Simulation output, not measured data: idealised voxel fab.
Proc. module: voxel gate over fins
Xsec cut, 240 nm wide, square cell size 5 nm.
Format of a cross-section: grid, square cells. Given as bands. Order: top down. Band: one or more rows of cells.
It is stipulated that each band's entry specify, in nanometres, the height of the top of the band and then that of its bottom, followed by the materials of the band in left-to-right sequence, each together with its width in nanometres. A single material marked by the word "throughout" is understood to fill the band from edge to edge; the word "air" is understood to denote empty space.
Height is counted from the level 0, under which the received wafer is composed throughout of one material. The lowest of the bands is not closed at the bottom but continues downward, in the notation "from 0 down".
Width "30->40": first value at the band's top row of cells, second value at its bottom row, equal change from row to row.
You'll sometimes find "left unchanged" written for a step, and that's the way of saying that nowhere in the cross-section did a cell change during that step.
"Entrapped void list": empty spaces of 8 cells or more with no open way to the top, each given as width x height at distance, distance from the left edge, all in nm.
What comes after the settings on a step's line is commentary from the simulator itself on that step.
overlay nm: for a step with a mask, the amount by which the mask lay right of where it was planned; a negative amount means left of it.
Everything after this point is organized in pairs: a cross-section before one process step, a cross-section after it that shows only as deep as the lowest changed band, and, under the pair, the intervening step with its settings. Because different runs of this module on the same starting wafer can supply different pairs, a pair continues from the pair above it only if its entry headed "Status quo ante" says so.

-- Status quo ante
    from 5 to 0  SiO2 (85); SiN (15); SiO2 (10); air (20); SiO2 (10); SiN (15); SiO2 (85)
    from 0 to -30  SiO2 (90); Si (5); SiO2 (15); air (20); SiO2 (15); Si (5); SiO2 (90)
    from -30 to -40  SiO2 (90); Si (5); SiO2 (50); Si (5); SiO2 (90)
    from -40 down  Si throughout
    Entrapped void list: none

-- Structure After Step
    from 10 to 5  TiN (115); air (10); TiN (115)
    from 5 to 0  SiO2 (85); SiN (15); SiO2 (10); TiN (5); air (10); TiN (5); SiO2 (10); SiN (15); SiO2 (85)
    from 0 to -25  SiO2 (90); Si (5); SiO2 (15); TiN (5); air (10); TiN (5); SiO2 (15); Si (5); SiO2 (90)
    from -25 to -30  SiO2 (90); Si (5); SiO2 (15); TiN (20); SiO2 (15); Si (5); SiO2 (90)
    Heights below -30 show no change.
    Entrapped void list: none
The step carried out between the cross-section before it and the cross-section after it, both shown above, is CONFORMAL_DEP,material TiN,thk nm 5

Status quo ante: cross-section not repeated; it is the one shown after the step in the pair just above.

-- Structure After Step
    from 20 to 10  Ru throughout
    from 10 to 5  TiN (115); Ru (10); TiN (115)
    from 5 to 0  SiO2 (85); SiN (15); SiO2 (10); TiN (5); Ru (10); TiN (5); SiO2 (10); SiN (15); SiO2 (85)
    from 0 to -25  SiO2 (90); Si (5); SiO2 (15); TiN (5); Ru (10); TiN (5); SiO2 (15); Si (5); SiO2 (90)
    Heights below -25 show no change.
    Entrapped void list: none
The step carried out between the cross-section before it and the cross-section after it, both shown above, is FILL_DEP,material Ru,thk nm 10

Status quo ante: cross-section not repeated; it is the one shown after the step in the pair just above.

-- Structure After Step
    from 5 to 0  SiO2 (85); SiN (15); SiO2 (10); TiN (5); Ru (10); TiN (5); SiO2 (10); SiN (15); SiO2 (85)
    Heights below 0 show no change.
    Entrapped void list: none
The step carried out between the cross-section before it and the cross-section after it, both shown above, is CMP,height nm 5

Status quo ante: cross-section not repeated; it is the one shown after the step in the pair just above.

-- Structure After Step
    from 5 to 0  SiO2 (85); SiN (15); SiO2 (10); air (20); SiO2 (10); SiN (15); SiO2 (85)
    from 0 to -20  SiO2 (90); Si (5); SiO2 (15); air (20); SiO2 (15); Si (5); SiO2 (90)
    Heights below -20 show no change.
    Entrapped void list: none
The step carried out between the cross-section before it and the cross-section after it, both shown above, is SELECTIVE_ETCH,etch materials W Ru TiN,depth nm 25

Status quo ante: cross-section not repeated; it is the one shown after the step in the pair just above.

-- Structure After Step
    from 10 to 5  SiO2 throughout
    from 5 to 0  SiO2 (85); SiN (15); SiO2 (40); SiN (15); SiO2 (85)
    from 0 to -20  SiO2 (90); Si (5); SiO2 (50); Si (5); SiO2 (90)
    Heights below -20 show no change.
    Entrapped void list: none
The step carried out between the cross-section before it and the cross-section after it, both shown above, is FILL_DEP,material SiO2,thk nm 5

Status quo ante: cross-section not repeated; it is the one shown after the step in the pair just above.

-- Structure After Step
    from 5 to 0  SiO2 (85); SiN (15); SiO2 (40); SiN (15); SiO2 (85)
    Heights below 0 show no change.
    Entrapped void list: none
The step carried out between the cross-section before it and the cross-section after it, both shown above, is CMP,height nm 5

Status quo ante: cross-section not repeated; it is the one shown after the step in the pair just above.

-- Structure After Step
    from 5 to 0  air (85); SiN (15); air (40); SiN (15); air (85)
    from 0 to -10  air (90); Si (5); air (50); Si (5); air (90)
    Heights below -10 show no change.
    Entrapped void list: none
The step carried out between the cross-section before it and the cross-section after it, both shown above, is SELECTIVE_ETCH,etch materials SiO2,depth nm 15

Status quo ante: cross-section not repeated; it is the one shown after the step in the pair just above.

-- Structure After Step
    from 0 to -10  air (90); Si (5); air (50); Si (5); air (90)
    Heights below -10 show no change.
    Entrapped void list: none
The step carried out between the cross-section before it and the cross-section after it, both shown above, is STRIP,etch materials SiN

Status quo ante: cross-section not repeated; it is the one shown after the step in the pair just above.

-- Structure After Step
    from 5 to 0  air (85); HfO2 (15); air (40); HfO2 (15); air (85)
    from 0 to -5  air (85); HfO2 (5); Si (5); HfO2 (5); air (40); HfO2 (5); Si (5); HfO2 (5); air (85)
    from -5 to -10  HfO2 (90); Si (5); HfO2 (50); Si (5); HfO2 (90)
    Heights below -10 show no change.
    Entrapped void list: none
The step carried out between the cross-section before it and the cross-section after it, both shown above, is CONFORMAL_DEP,material HfO2,thk nm 5

Status quo ante: cross-section not repeated; it is the one shown after the step in the pair just above.

-- Structure After Step
    from 10 to 5  air (80); TiN (25); air (30); TiN (25); air (80)
    from 5 to 0  air (80); TiN (5); HfO2 (15); TiN (5); air (30); TiN (5); HfO2 (15); TiN (5); air (80)
    from 0 to -5  TiN (85); HfO2 (5); Si (5); HfO2 (5); TiN (40); HfO2 (5); Si (5); HfO2 (5); TiN (85)
    Heights below -5 show no change.
    Entrapped void list: none
The step carried out between the cross-section before it and the cross-section after it, both shown above, is CONFORMAL_DEP,material TiN,thk nm 5

Status quo ante: cross-section not repeated; it is the one shown after the step in the pair just above.

-- Structure After Step
    from 15 to 10  air (75); TiAl (35); air (20); TiAl (35); air (75)
    from 10 to 5  air (75); TiAl (5); TiN (25); TiAl (5); air (20); TiAl (5); TiN (25); TiAl (5); air (75)
    from 5 to 0  TiAl (80); TiN (5); HfO2 (15); TiN (5); TiAl (30); TiN (5); HfO2 (15); TiN (5); TiAl (80)
    Heights below 0 show no change.
    Entrapped void list: none
The step carried out between the cross-section before it and the cross-section after it, both shown above, is CONFORMAL_DEP,material TiAl,thk nm 5

Status quo ante: cross-section not repeated; it is the one shown after the step in the pair just above.

-- Structure After Step
    from 20 to 15  air (70); TiN (45); air (10); TiN (45); air (70)
    from 15 to 10  air (70); TiN (5); TiAl (35); TiN (5); air (10); TiN (5); TiAl (35); TiN (5); air (70)
    from 10 to 5  TiN (75); TiAl (5); TiN (25); TiAl (5); TiN (20); TiAl (5); TiN (25); TiAl (5); TiN (75)
    Heights below 5 show no change.
    Entrapped void list: none
The step carried out between the cross-section before it and the cross-section after it, both shown above, is CONFORMAL_DEP,material TiN,thk nm 5

Status quo ante: cross-section not repeated; it is the one shown after the step in the pair just above.

-- Structure After Step
    from 30 to 20  W throughout
    from 20 to 15  W (70); TiN (45); W (10); TiN (45); W (70)
    from 15 to 10  W (70); TiN (5); TiAl (35); TiN (5); W (10); TiN (5); TiAl (35); TiN (5); W (70)
    Heights below 10 show no change.
    Entrapped void list: none
The step carried out between the cross-section before it and the cross-section after it, both shown above, is FILL_DEP,material W,thk nm 10

Status quo ante: cross-section not repeated; it is the one shown after the step in the pair just above.

-- Structure After Step
    from 25 to 20  W throughout
    Heights below 20 show no change.
    Entrapped void list: none
The step carried out between the cross-section before it and the cross-section after it, both shown above, is CMP,height nm 25

Status quo ante: cross-section not repeated; it is the one shown after the step in the pair just above.

-- Structure After Step
    from 35 to 25  SiCN throughout
    Heights below 25 show no change.
    Entrapped void list: none
The step carried out between the cross-section before it and the cross-section after it, both shown above, is CONFORMAL_DEP,material SiCN,thk nm 10

-- Status quo ante
    from 5 to 0  SiO2 (85); SiN (15); SiO2 (40); SiN (15); SiO2 (85)
    from 0 to -40  SiO2 (90); Si (5); SiO2 (50); Si (5); SiO2 (90)
    from -40 down  Si throughout
    Entrapped void list: none

-- Structure After Step
    from 5 to 0  SiO2 (85); SiN (15); SiO2 (5); air (15); SiO2 (20); SiN (15); SiO2 (85)
    from 0 to -30  SiO2 (90); Si (5); SiO2 (10); air (15); SiO2 (25); Si (5); SiO2 (90)
    Heights below -30 show no change.
    Entrapped void list: none
The step carried out between the cross-section before it and the cross-section after it, both shown above, is MASKED_ETCH,tone open,mask id RAIL,width nm 15,etch materials SiO2,depth nm 35,overlay nm -5

Status quo ante: cross-section not repeated; it is the one shown after the step in the pair just above.

-- Structure After Step
    from 10 to 5  TiN (110); air (5); TiN (125)
    from 5 to 0  SiO2 (85); SiN (15); SiO2 (5); TiN (5); air (5); TiN (5); SiO2 (20); SiN (15); SiO2 (85)
    from 0 to -25  SiO2 (90); Si (5); SiO2 (10); TiN (5); air (5); TiN (5); SiO2 (25); Si (5); SiO2 (90)
    from -25 to -30  SiO2 (90); Si (5); SiO2 (10); TiN (15); SiO2 (25); Si (5); SiO2 (90)
    Heights below -30 show no change.
    Entrapped void list: none
The step carried out between the cross-section before it and the cross-section after it, both shown above, is CONFORMAL_DEP,material TiN,thk nm 5

Status quo ante: cross-section not repeated; it is the one shown after the step in the pair just above.

-- Structure After Step
    from 20 to 10  Ru throughout
    from 10 to 5  TiN (110); Ru (5); TiN (125)
    from 5 to 0  SiO2 (85); SiN (15); SiO2 (5); TiN (5); Ru (5); TiN (5); SiO2 (20); SiN (15); SiO2 (85)
    from 0 to -25  SiO2 (90); Si (5); SiO2 (10); TiN (5); Ru (5); TiN (5); SiO2 (25); Si (5); SiO2 (90)
    Heights below -25 show no change.
    Entrapped void list: none
The step carried out between the cross-section before it and the cross-section after it, both shown above, is FILL_DEP,material Ru,thk nm 10

Status quo ante: cross-section not repeated; it is the one shown after the step in the pair just above.

-- Structure After Step
    from 5 to 0  SiO2 (85); SiN (15); SiO2 (5); TiN (5); Ru (5); TiN (5); SiO2 (20); SiN (15); SiO2 (85)
    Heights below 0 show no change.
    Entrapped void list: none
The step carried out between the cross-section before it and the cross-section after it, both shown above, is CMP,height nm 5

Status quo ante: cross-section not repeated; it is the one shown after the step in the pair just above.

-- Structure After Step
    from 5 to 0  SiO2 (85); SiN (15); SiO2 (5); air (15); SiO2 (20); SiN (15); SiO2 (85)
    from 0 to -20  SiO2 (90); Si (5); SiO2 (10); air (15); SiO2 (25); Si (5); SiO2 (90)
    Heights below -20 show no change.
    Entrapped void list: none
The step carried out between the cross-section before it and the cross-section after it, both shown above, is SELECTIVE_ETCH,etch materials W Ru TiN,depth nm 25

Status quo ante: cross-section not repeated; it is the one shown after the step in the pair just above.

-- Structure After Step
    from 10 to 5  SiO2 throughout
    from 5 to 0  SiO2 (85); SiN (15); SiO2 (40); SiN (15); SiO2 (85)
    from 0 to -20  SiO2 (90); Si (5); SiO2 (50); Si (5); SiO2 (90)
    Heights below -20 show no change.
    Entrapped void list: none
The step carried out between the cross-section before it and the cross-section after it, both shown above, is FILL_DEP,material SiO2,thk nm 5

Status quo ante: cross-section not repeated; it is the one shown after the step in the pair just above.

-- Structure After Step
    from 5 to 0  SiO2 (85); SiN (15); SiO2 (40); SiN (15); SiO2 (85)
    Heights below 0 show no change.
    Entrapped void list: none
The step carried out between the cross-section before it and the cross-section after it, both shown above, is CMP,height nm 5

Status quo ante: cross-section not repeated; it is the one shown after the step in the pair just above.

-- Structure After Step
    from 5 to 0  air (85); SiN (15); air (40); SiN (15); air (85)
    from 0 to -10  air (90); Si (5); air (50); Si (5); air (90)
    Heights below -10 show no change.
    Entrapped void list: none
The step carried out between the cross-section before it and the cross-section after it, both shown above, is SELECTIVE_ETCH,etch materials SiO2,depth nm 15

Status quo ante: cross-section not repeated; it is the one shown after the step in the pair just above.

-- Structure After Step
    from 0 to -10  air (90); Si (5); air (50); Si (5); air (90)
    Heights below -10 show no change.
    Entrapped void list: none
The step carried out between the cross-section before it and the cross-section after it, both shown above, is STRIP,etch materials SiN

Status quo ante: cross-section not repeated; it is the one shown after the step in the pair just above.

-- Structure After Step
    from 5 to 0  air (85); HfO2 (15); air (40); HfO2 (15); air (85)
    from 0 to -5  air (85); HfO2 (5); Si (5); HfO2 (5); air (40); HfO2 (5); Si (5); HfO2 (5); air (85)
    from -5 to -10  HfO2 (90); Si (5); HfO2 (50); Si (5); HfO2 (90)
    Heights below -10 show no change.
    Entrapped void list: none
The step carried out between the cross-section before it and the cross-section after it, both shown above, is CONFORMAL_DEP,material HfO2,thk nm 5

Status quo ante: cross-section not repeated; it is the one shown after the step in the pair just above.

-- Structure After Step
    from 10 to 5  air (80); TiN (25); air (30); TiN (25); air (80)
    from 5 to 0  air (80); TiN (5); HfO2 (15); TiN (5); air (30); TiN (5); HfO2 (15); TiN (5); air (80)
    from 0 to -5  TiN (85); HfO2 (5); Si (5); HfO2 (5); TiN (40); HfO2 (5); Si (5); HfO2 (5); TiN (85)
    Heights below -5 show no change.
    Entrapped void list: none
The step carried out between the cross-section before it and the cross-section after it, both shown above, is CONFORMAL_DEP,material TiN,thk nm 5

Status quo ante: cross-section not repeated; it is the one shown after the step in the pair just above.

-- Structure After Step
    from 15 to 10  air (75); TiAl (35); air (20); TiAl (35); air (75)
    from 10 to 5  air (75); TiAl (5); TiN (25); TiAl (5); air (20); TiAl (5); TiN (25); TiAl (5); air (75)
    from 5 to 0  TiAl (80); TiN (5); HfO2 (15); TiN (5); TiAl (30); TiN (5); HfO2 (15); TiN (5); TiAl (80)
    Heights below 0 show no change.
    Entrapped void list: none
The step carried out between the cross-section before it and the cross-section after it, both shown above, is CONFORMAL_DEP,material TiAl,thk nm 5

Status quo ante: cross-section not repeated; it is the one shown after the step in the pair just above.

-- Structure After Step
    from 20 to 15  air (70); TiN (45); air (10); TiN (45); air (70)
    from 15 to 10  air (70); TiN (5); TiAl (35); TiN (5); air (10); TiN (5); TiAl (35); TiN (5); air (70)
    from 10 to 5  TiN (75); TiAl (5); TiN (25); TiAl (5); TiN (20); TiAl (5); TiN (25); TiAl (5); TiN (75)
    Heights below 5 show no change.
    Entrapped void list: none
The step carried out between the cross-section before it and the cross-section after it, both shown above, is CONFORMAL_DEP,material TiN,thk nm 5

Status quo ante: cross-section not repeated; it is the one shown after the step in the pair just above.

-- Structure After Step
    from 30 to 20  W throughout
    from 20 to 15  W (70); TiN (45); W (10); TiN (45); W (70)
    from 15 to 10  W (70); TiN (5); TiAl (35); TiN (5); W (10); TiN (5); TiAl (35); TiN (5); W (70)
    Heights below 10 show no change.
    Entrapped void list: none
The step carried out between the cross-section before it and the cross-section after it, both shown above, is FILL_DEP,material W,thk nm 10

Status quo ante: cross-section not repeated; it is the one shown after the step in the pair just above.

-- Structure After Step
    from 25 to 20  W throughout
    Heights below 20 show no change.
    Entrapped void list: none
The step carried out between the cross-section before it and the cross-section after it, both shown above, is CMP,height nm 25

Status quo ante: cross-section not repeated; it is the one shown after the step in the pair just above.

-- Structure After Step
    from 35 to 25  SiCN throughout
    Heights below 25 show no change.
    Entrapped void list: none
The step carried out between the cross-section before it and the cross-section after it, both shown above, is CONFORMAL_DEP,material SiCN,thk nm 10

-- Status quo ante
    from 25 to 20  W throughout
    from 20 to 15  W (70); TiN (45); W (10); TiN (45); W (70)
    from 15 to 10  W (70); TiN (5); TiAl (35); TiN (5); W (10); TiN (5); TiAl (35); TiN (5); W (70)
    from 10 to 5  TiN (75); TiAl (5); TiN (25); TiAl (5); TiN (20); TiAl (5); TiN (25); TiAl (5); TiN (75)
    from 5 to 0  TiAl (80); TiN (5); HfO2 (15); TiN (5); TiAl (30); TiN (5); HfO2 (15); TiN (5); TiAl (80)
    from 0 to -5  TiN (85); HfO2 (5); Si (5); HfO2 (5); TiN (40); HfO2 (5); Si (5); HfO2 (5); TiN (85)
    from -5 to -10  HfO2 (90); Si (5); HfO2 (50); Si (5); HfO2 (90)
    from -10 to -20  SiO2 (90); Si (5); SiO2 (50); Si (5); SiO2 (90)
    from -20 to -25  SiO2 (90); Si (5); SiO2 (15); TiN (5); Ru (5); TiN (5); SiO2 (20); Si (5); SiO2 (90)
    from -25 to -30  SiO2 (90); Si (5); SiO2 (15); TiN (15); SiO2 (20); Si (5); SiO2 (90)
    from -30 to -40  SiO2 (90); Si (5); SiO2 (50); Si (5); SiO2 (90)
    from -40 down  Si throughout
    Entrapped void list: none

-- Structure After Step
    from 35 to 20  W throughout
    Heights below 20 show no change.
    Entrapped void list: none
The step carried out between the cross-section before it and the cross-section after it, both shown above, is CONFORMAL_DEP,material W,thk nm 10

-- Status quo ante
    from 5 to 0  SiN throughout
    from 0 down  Si throughout
    Entrapped void list: none

-- Structure After Step
    from 25 to 5  resist (85); air (15); resist (40); air (15); resist (85)
    Heights below 5 show no change.
    Entrapped void list: none
The step carried out between the cross-section before it and the cross-section after it, both shown above, is PATTERN,tone open,mask id FINS,material resist,width nm 15,pitch nm 55,thk nm 20,overlay nm 0

Status quo ante: cross-section not repeated; it is the one shown after the step in the pair just above.

-- Structure After Step
    from 25 to 5  resist (85); air (15); resist (40); air (15); resist (85)
    from 5 to 0  SiN (85); air (15); SiN (40); air (15); SiN (85)
    Heights below 0 show no change.
    Entrapped void list: none
The step carried out between the cross-section before it and the cross-section after it, both shown above, is DIRECTIONAL_ETCH,etch materials SiN,depth nm 5

Status quo ante: cross-section not repeated; it is the one shown after the step in the pair just above.

-- Structure After Step
    from 25 to 5  resist (85); air (15); resist (40); air (15); resist (85)
    from 5 to 0  SiN (85); air (15); SiN (40); air (15); SiN (85)
    from 0 to -35  Si (85); air (15); Si (40); air (15); Si (85)
    Heights below -35 show no change.
    Entrapped void list: none
The step carried out between the cross-section before it and the cross-section after it, both shown above, is DIRECTIONAL_ETCH,etch materials Si,depth nm 35

Status quo ante: cross-section not repeated; it is the one shown after the step in the pair just above.

-- Structure After Step
    from 5 to 0  SiN (85); air (15); SiN (40); air (15); SiN (85)
    Heights below 0 show no change.
    Entrapped void list: none
The step carried out between the cross-section before it and the cross-section after it, both shown above, is STRIP,etch materials resist

Status quo ante: cross-section not repeated; it is the one shown after the step in the pair just above.

-- Structure After Step
    from 5 to 0  SiN (85); air (15); SiN (40); air (15); SiN (85)
    from 0 to -35  Si (80); SiO2 (5); air (15); SiO2 (5); Si (30); SiO2 (5); air (15); SiO2 (5); Si (80)
    from -35 to -40  Si (80); SiO2 (25); Si (30); SiO2 (25); Si (80)
    Heights below -40 show no change.
    Entrapped void list: none
The step carried out between the cross-section before it and the cross-section after it, both shown above, is OXIDIZE,depth nm 5

Status quo ante: cross-section not repeated; it is the one shown after the step in the pair just above.

-- Structure After Step
    from 20 to 5  SiO2 throughout
    from 5 to 0  SiN (85); SiO2 (15); SiN (40); SiO2 (15); SiN (85)
    from 0 to -40  Si (80); SiO2 (25); Si (30); SiO2 (25); Si (80)
    Heights below -40 show no change.
    Entrapped void list: none
The step carried out between the cross-section before it and the cross-section after it, both shown above, is FILL_DEP,material SiO2,thk nm 15

Status quo ante: cross-section not repeated; it is the one shown after the step in the pair just above.

-- Structure After Step
    from 5 to 0  SiN (85); SiO2 (15); SiN (40); SiO2 (15); SiN (85)
    Heights below 0 show no change.
    Entrapped void list: none
The step carried out between the cross-section before it and the cross-section after it, both shown above, is CMP,height nm 5

Status quo ante: cross-section not repeated; it is the one shown after the step in the pair just above.

-- Structure After Step
    from 10 to 5  TiN throughout
    Heights below 5 show no change.
    Entrapped void list: none
The step carried out between the cross-section before it and the cross-section after it, both shown above, is CONFORMAL_DEP,material TiN,thk nm 5

Status quo ante: cross-section not repeated; it is the one shown after the step in the pair just above.

-- Structure After Step
    from 20 to 10  Ru throughout
    Heights below 10 show no change.
    Entrapped void list: none
The step carried out between the cross-section before it and the cross-section after it, both shown above, is FILL_DEP,material Ru,thk nm 10

Status quo ante: cross-section not repeated; it is the one shown after the step in the pair just above.

-- Structure After Step
    from 5 to 0  SiN (85); SiO2 (15); SiN (40); SiO2 (15); SiN (85)
    Heights below 0 show no change.
    Entrapped void list: none
The step carried out between the cross-section before it and the cross-section after it, both shown above, is CMP,height nm 5

Status quo ante: cross-section not repeated; it is the one shown after the step in the pair just above.

-- Structure After Step
    from 10 to 5  SiO2 throughout
    Heights below 5 show no change.
    Entrapped void list: none
The step carried out between the cross-section before it and the cross-section after it, both shown above, is FILL_DEP,material SiO2,thk nm 5

Status quo ante: cross-section not repeated; it is the one shown after the step in the pair just above.

-- Structure After Step
    from 5 to 0  SiN (85); SiO2 (15); SiN (40); SiO2 (15); SiN (85)
    Heights below 0 show no change.
    Entrapped void list: none
The step carried out between the cross-section before it and the cross-section after it, both shown above, is CMP,height nm 5

Status quo ante: cross-section not repeated; it is the one shown after the step in the pair just above.

-- Structure After Step
    from 5 to 0  SiN (85); air (15); SiN (40); air (15); SiN (85)
    from 0 to -10  Si (80); air (25); Si (30); air (25); Si (80)
    Heights below -10 show no change.
    Entrapped void list: none
The step carried out between the cross-section before it and the cross-section after it, both shown above, is SELECTIVE_ETCH,etch materials SiO2,depth nm 15

Status quo ante: cross-section not repeated; it is the one shown after the step in the pair just above.

-- Structure After Step
    from 0 to -10  Si (80); air (25); Si (30); air (25); Si (80)
    Heights below -10 show no change.
    Entrapped void list: none
The step carried out between the cross-section before it and the cross-section after it, both shown above, is STRIP,etch materials SiN

Status quo ante: cross-section not repeated; it is the one shown after the step in the pair just above.

-- Structure After Step
    from 5 to 0  HfO2 (85); air (15); HfO2 (40); air (15); HfO2 (85)
    from 0 to -5  Si (80); HfO2 (5); air (15); HfO2 (5); Si (30); HfO2 (5); air (15); HfO2 (5); Si (80)
    from -5 to -10  Si (80); HfO2 (25); Si (30); HfO2 (25); Si (80)
    Heights below -10 show no change.
    Entrapped void list: none
The step carried out between the cross-section before it and the cross-section after it, both shown above, is CONFORMAL_DEP,material HfO2,thk nm 5

Status quo ante: cross-section not repeated; it is the one shown after the step in the pair just above.

-- Structure After Step
    from 10 to 5  TiN (90); air (5); TiN (50); air (5); TiN (90)
    from 5 to 0  HfO2 (85); TiN (5); air (5); TiN (5); HfO2 (40); TiN (5); air (5); TiN (5); HfO2 (85)
    from 0 to -5  Si (80); HfO2 (5); TiN (15); HfO2 (5); Si (30); HfO2 (5); TiN (15); HfO2 (5); Si (80)
    Heights below -5 show no change.
    Entrapped void list: none
The step carried out between the cross-section before it and the cross-section after it, both shown above, is CONFORMAL_DEP,material TiN,thk nm 5

Status quo ante: cross-section not repeated; it is the one shown after the step in the pair just above.

-- Structure After Step
    from 15 to 10  TiAl throughout
    from 10 to 5  TiN (90); TiAl (5); TiN (50); TiAl (5); TiN (90)
    from 5 to 0  HfO2 (85); TiN (5); TiAl (5); TiN (5); HfO2 (40); TiN (5); TiAl (5); TiN (5); HfO2 (85)
    Heights below 0 show no change.
    Entrapped void list: none
The step carried out between the cross-section before it and the cross-section after it, both shown above, is CONFORMAL_DEP,material TiAl,thk nm 5

Status quo ante: cross-section not repeated; it is the one shown after the step in the pair just above.

-- Structure After Step
    from 20 to 15  TiN throughout
    Heights below 15 show no change.
    Entrapped void list: none
The step carried out between the cross-section before it and the cross-section after it, both shown above, is CONFORMAL_DEP,material TiN,thk nm 5

Status quo ante: cross-section not repeated; it is the one shown after the step in the pair just above.

-- Structure After Step
    from 30 to 20  W throughout
    Heights below 20 show no change.
    Entrapped void list: none
The step carried out between the cross-section before it and the cross-section after it, both shown above, is FILL_DEP,material W,thk nm 10

Status quo ante: cross-section not repeated; it is the one shown after the step in the pair just above.

-- Structure After Step
    from 25 to 20  W throughout
    Heights below 20 show no change.
    Entrapped void list: none
The step carried out between the cross-section before it and the cross-section after it, both shown above, is CMP,height nm 25

Status quo ante: cross-section not repeated; it is the one shown after the step in the pair just above.

-- Structure After Step
    from 35 to 25  SiCN throughout
    Heights below 25 show no change.
    Entrapped void list: none
The step carried out between the cross-section before it and the cross-section after it, both shown above, is CONFORMAL_DEP,material SiCN,thk nm 10
